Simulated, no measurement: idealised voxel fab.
process module | voxel lift off
The width of the displayed cross-section, cut, is 250 nm; its cells are square, with a size of 5 nm.
Square cells in a grid make up a cross-section in this document, and the grid is given as bands, listed from the top down, each one or more rows of cells. Heads up on the band format: heights come first, top then bottom, in nm. After that it's the materials left to right, each with its width in nm. A single material flagged "all across" fills the whole band edge to edge, and "air" means there's empty space there. For the purposes of this specification, 0 denotes the height below which the wafer in its as-received condition is composed wholly of one material, and the lowermost band, lacking a lower limit, extends downward without end, as expressed in "top 0, no bottom". Quick explanation for "30->40": the width changes in equal steps down the rows of cells, from the first number in the band's top row to the second number in its bottom row. What does "nothing altered" mean for a step? It means no cell of the cross-section changed in that step. Reported under the label "Closed internal voids" are the empty spaces having no open way to the top and comprising 8 cells or more; the notation for each is width x height at distance, in which the distance is measured from the left edge and all three values are in nm. Anything after a step's settings on that line? It's the simulator's own note about the step. Steps that use a mask can have "overlay nm" on their line. It says how far the mask sat to the right of where it was meant to be. Negative means to the left.
# Here's what the planned process steps look like
| 1 | op RECEIVE | material Si |
| 2 | op CONFORMAL_DEP | material SiN | thk nm 15 |
| 3 | op PATTERN | tone open | mask id LINES | material resist | width nm 30 | pitch nm 50 | thk nm 25 | overlay nm 0 |
| 4 | op DIRECTIONAL_DEP | material Ru | thk nm 15 |
| 5 | op STRIP | etch materials resist |
| 6 | op CONFORMAL_DEP | material SiCN | thk nm 10 |
# The cross-section here shows the wafer as received, i.e. in its state after step 1
  top 0, no bottom = Si all across
  Closed internal voids: none
# Cross-sectional result after module completion. Note: starting condition and plan are unchanged from above; one processing mistake was made
  top 40, bottom 30 = 45 nm SiCN / 10 nm air / 40 nm SiCN / 10 nm air / 40 nm SiCN / 10 nm air / 40 nm SiCN / 10 nm air / 45 nm SiCN
  top 30, bottom 25 = 35 nm Ru / 10 nm SiCN / 10 nm air / 10 nm SiCN / 20 nm Ru / 10 nm SiCN / 10 nm air / 10 nm SiCN / 20 nm Ru / 10 nm SiCN / 10 nm air / 10 nm SiCN / 20 nm Ru / 10 nm SiCN / 10 nm air / 10 nm SiCN / 35 nm Ru
  top 25, bottom 15 = 35 nm Ru / 30 nm SiCN / 20 nm Ru / 30 nm SiCN / 20 nm Ru / 30 nm SiCN / 20 nm Ru / 30 nm SiCN / 35 nm Ru
  top 15, bottom 0 = SiN all across
  top 0, no bottom = Si all across
  Closed internal voids: none
What was done differently from what was planned? for step 3, the planned setting was not used; the step was instead run as op PATTERN | tone cover | mask id LINES | material resist | width nm 30 | pitch nm 50 | thk nm 25 | overlay nm 0
